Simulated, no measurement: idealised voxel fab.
The process module that follows is named voxel trench capacitor.
Section cut is 140 nm wide and gridded with 5 nm square cells.
Each cross-section below is a grid of square cells, stated as bands in top-down order, with one or more rows of cells making up each band. It is stipulated that each band's entry specify, in nanometres, the height of the top of the band and then that of its bottom, followed by the materials of the band in left-to-right sequence, each together with its width in nanometres. A single material marked by the word "edge to edge" is understood to fill the band from edge to edge; the word "empty" is understood to denote empty space. Note: height 0 marks the level under which the wafer is uniformly one material as received. Lowest band unbounded below, written "0..down". Width spec "30..40" -> top row of cells at first value, bottom row at second value, equal per-row change in between. You'll sometimes find "nothing altered" written for a step, and that's the way of saying that nowhere in the cross-section did a cell change during that step. Look at "Closed empty spaces" for the closed voids: empty spaces with no open path to the top, sized 8 cells or up. Each is width x height at distance, distance from the left edge, all nm. On each step's line, the part that comes after the settings is the simulator's own comment on the step. overlay nm: for a step with a mask, the amount by which the mask lay right of where it was planned; a negative amount means left of it.
## Steps in the process plan
1: op RECEIVE | material Si
2: op CONFORMAL_DEP | material SiN | thk nm 10
3: op PATTERN | tone open | mask id TRENCH | material resist | width nm 30 | pitch nm 55 | thk nm 20 | overlay nm 0
4: op DIRECTIONAL_ETCH | etch materials SiN | depth nm 10
5: op DIRECTIONAL_ETCH | etch materials Si | depth nm 35
6: op STRIP | etch materials resist
7: op CONFORMAL_DEP | material HfO2 | thk nm 5
8: op CONFORMAL_DEP | material TiN | thk nm 5
9: op FILL_DEP | material W | thk nm 10
10: op CMP | height nm 10
## Below: the first of two wafers, run as planned
## Wafer cross-section on receipt, i.e. after step 1
* 0..down = Si edge to edge
* Closed empty spaces: none
## The wafer, seen in cross-section, after step 2
* 10..0 = SiN edge to edge
* Nothing below the height 0 has changed.
## The wafer, seen in cross-section, after step 3
* 30..10 = resist: 25, empty: 30, resist: 25, empty: 30, resist: 30
* Nothing below the height 10 has changed.
## The wafer, seen in cross-section, after step 4
* 30..10 = resist: 25, empty: 30, resist: 25, empty: 30, resist: 30
* 10..0 = SiN: 25, empty: 30, SiN: 25, empty: 30, SiN: 30
* Nothing below the height 0 has changed.
## The wafer, seen in cross-section, after step 5
* 30..10 = resist: 25, empty: 30, resist: 25, empty: 30, resist: 30
* 10..0 = SiN: 25, empty: 30, SiN: 25, empty: 30, SiN: 30
* 0..-35 = Si: 25, empty: 30, Si: 25, empty: 30, Si: 30
* Nothing below the height -35 has changed.
## The wafer, seen in cross-section, after step 6
* 10..0 = SiN: 25, empty: 30, SiN: 25, empty: 30, SiN: 30
* Nothing below the height 0 has changed.
## The wafer, seen in cross-section, after step 7
* 15..10 = HfO2: 30, empty: 20, HfO2: 35, empty: 20, HfO2: 35
* 10..0 = SiN: 25, HfO2: 5, empty: 20, HfO2: 5, SiN: 25, HfO2: 5, empty: 20, HfO2: 5, SiN: 30
* 0..-30 = Si: 25, HfO2: 5, empty: 20, HfO2: 5, Si: 25, HfO2: 5, empty: 20, HfO2: 5, Si: 30
* -30..-35 = Si: 25, HfO2: 30, Si: 25, HfO2: 30, Si: 30
* Nothing below the height -35 has changed.
## The wafer, seen in cross-section, after step 8
* 20..15 = TiN: 35, empty: 10, TiN: 45, empty: 10, TiN: 40
* 15..10 = HfO2: 30, TiN: 5, empty: 10, TiN: 5, HfO2: 35, TiN: 5, empty: 10, TiN: 5, HfO2: 35
* 10..0 = SiN: 25, HfO2: 5, TiN: 5, empty: 10, TiN: 5, HfO2: 5, SiN: 25, HfO2: 5, TiN: 5, empty: 10, TiN: 5, HfO2: 5, SiN: 30
* 0..-25 = Si: 25, HfO2: 5, TiN: 5, empty: 10, TiN: 5, HfO2: 5, Si: 25, HfO2: 5, TiN: 5, empty: 10, TiN: 5, HfO2: 5, Si: 30
* -25..-30 = Si: 25, HfO2: 5, TiN: 20, HfO2: 5, Si: 25, HfO2: 5, TiN: 20, HfO2: 5, Si: 30
* Nothing below the height -30 has changed.
## The wafer, seen in cross-section, after step 9
* 30..20 = W edge to edge
* 20..15 = TiN: 35, W: 10, TiN: 45, W: 10, TiN: 40
* 15..10 = HfO2: 30, TiN: 5, W: 10, TiN: 5, HfO2: 35, TiN: 5, W: 10, TiN: 5, HfO2: 35
* 10..0 = SiN: 25, HfO2: 5, TiN: 5, W: 10, TiN: 5, HfO2: 5, SiN: 25, HfO2: 5, TiN: 5, W: 10, TiN: 5, HfO2: 5, SiN: 30
* 0..-25 = Si: 25, HfO2: 5, TiN: 5, W: 10, TiN: 5, HfO2: 5, Si: 25, HfO2: 5, TiN: 5, W: 10, TiN: 5, HfO2: 5, Si: 30
* Nothing below the height -25 has changed.
## The wafer, seen in cross-section, after step 10
* 10..0 = SiN: 25, HfO2: 5, TiN: 5, W: 10, TiN: 5, HfO2: 5, SiN: 25, HfO2: 5, TiN: 5, W: 10, TiN: 5, HfO2: 5, SiN: 30
* Nothing below the height 0 has changed.
## Companion wafer, the second of two: same beginning, same intended sequence, one mistake in carrying it out; through step 2 inclusive it tracks the first exactly
## At the planned end of step 3, the second wafer in cross-section
* 30..10 = resist: 30, empty: 20, resist: 35, empty: 20, resist: 35
* Nothing below the height 10 has changed.
## At the planned end of step 4, the second wafer in cross-section
* 30..10 = resist: 30, empty: 20, resist: 35, empty: 20, resist: 35
* 10..0 = SiN: 30, empty: 20, SiN: 35, empty: 20, SiN: 35
* Nothing below the height 0 has changed.
## At the planned end of step 5, the second wafer in cross-section
* 30..10 = resist: 30, empty: 20, resist: 35, empty: 20, resist: 35
* 10..0 = SiN: 30, empty: 20, SiN: 35, empty: 20, SiN: 35
* 0..-35 = Si: 30, empty: 20, Si: 35, empty: 20, Si: 35
* Nothing below the height -35 has changed.
## At the planned end of step 6, the second wafer in cross-section
* 10..0 = SiN: 30, empty: 20, SiN: 35, empty: 20, SiN: 35
* Nothing below the height 0 has changed.
## At the planned end of step 7, the second wafer in cross-section
* 15..10 = HfO2: 35, empty: 10, HfO2: 45, empty: 10, HfO2: 40
* 10..0 = SiN: 30, HfO2: 5, empty: 10, HfO2: 5, SiN: 35, HfO2: 5, empty: 10, HfO2: 5, SiN: 35
* 0..-30 = Si: 30, HfO2: 5, empty: 10, HfO2: 5, Si: 35, HfO2: 5, empty: 10, HfO2: 5, Si: 35
* -30..-35 = Si: 30, HfO2: 20, Si: 35, HfO2: 20, Si: 35
* Nothing below the height -35 has changed.
## At the planned end of step 8, the second wafer in cross-section
* 20..15 = TiN edge to edge
* 15..10 = HfO2: 35, TiN: 10, HfO2: 45, TiN: 10, HfO2: 40
* 10..0 = SiN: 30, HfO2: 5, TiN: 10, HfO2: 5, SiN: 35, HfO2: 5, TiN: 10, HfO2: 5, SiN: 35
* 0..-30 = Si: 30, HfO2: 5, TiN: 10, HfO2: 5, Si: 35, HfO2: 5, TiN: 10, HfO2: 5, Si: 35
* Nothing below the height -30 has changed.
## At the planned end of step 9, the second wafer in cross-section
* 30..20 = W edge to edge
* Nothing below the height 20 has changed.
## At the planned end of step 10, the second wafer in cross-section
* 10..0 = SiN: 30, HfO2: 5, TiN: 10, HfO2: 5, SiN: 35, HfO2: 5, TiN: 10, HfO2: 5, SiN: 35
* Nothing below the height 0 has changed.
Deviation noted in wafer processing: step 3 ran with different settings than intended, the actual operation and settings being op PATTERN | tone open | mask id TRENCH | material resist | width nm 20 | pitch nm 55 | thk nm 20 | overlay nm 0
The closing comparison, in cells, has the second wafer with more or fewer of some materials than the first: 4 fewer of HfO2; 28 more of Si; 8 more of SiN; 4 fewer of TiN; 28 fewer of W
